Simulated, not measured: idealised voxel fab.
Herein follows the process module entitled voxel spacer lines.
We display cut, a cross-section 165 nm in width whose square cells are each 5 nm.
A cross-section is a grid of square cells, given in bands from the top down. A band is one or more rows of cells. What a band's entry tells you: where the top is and where the bottom is, as heights in nm, and after that what lies inside, material by material from left to right, each with its width in nm. Empty space is written as the word "blank", and a single material marked with the word "edge to edge" occupies the band from edge to edge. Measure heights from 0. That's the level where, below it, the as-received wafer is all one material. The lowest band is bottomless and extends downward; write it as in "0..down". It should be noted that a width expressed as "30..40" varies in equal increments from row to row of cells within the band, taking the value of the first number at the top row and that of the second number at the bottom row. "no modifications" after a step means that no cell of the cross-section changed. "Catalogued sealed voids": sealed empty spaces, 8 cells or more, no open way to top, listed width x height at distance, with distance from the left edge and width, height and distance in nm. Where a step's line continues beyond its settings, the continuation is a remark by the simulator itself on that step. For masked steps, "overlay nm" on the step line gives how far right of plan the mask actually lay; a minus sign means it lay to the left.

# Process steps (planned)
step 1: RECEIVE with material Si
step 2: CONFORMAL_DEP with material SiO2, thk nm 5
step 3: DIRECTIONAL_DEP with material W, thk nm 20
step 4: DIRECTIONAL_DEP with material polySi, thk nm 30
step 5: PATTERN with tone cover, mask id MANDREL, material resist, width nm 20, pitch nm 60, thk nm 40, overlay nm 0
step 6: DIRECTIONAL_ETCH with etch materials polySi, depth nm 30
step 7: STRIP with etch materials resist
step 8: CONFORMAL_DEP with material SiN, thk nm 10
step 9: DIRECTIONAL_ETCH with etch materials SiN, depth nm 10
step 10: STRIP with etch materials polySi
step 11: DIRECTIONAL_ETCH with etch materials W, depth nm 20
step 12: STRIP with etch materials SiN

# As-received wafer cross-section (after step 1)
0..down = Si edge to edge
Catalogued sealed voids: none

# Post-module cross-section: identical start and plan to those above, one misstep in execution
20..0 = 30 of blank  10 of W  20 of blank  10 of W  20 of blank  10 of W  20 of blank  10 of W  35 of blank
0..down = Si edge to edge
Catalogued sealed voids: none
Nonconformance to the process plan: step 2 of the plan got skipped, so it never ran
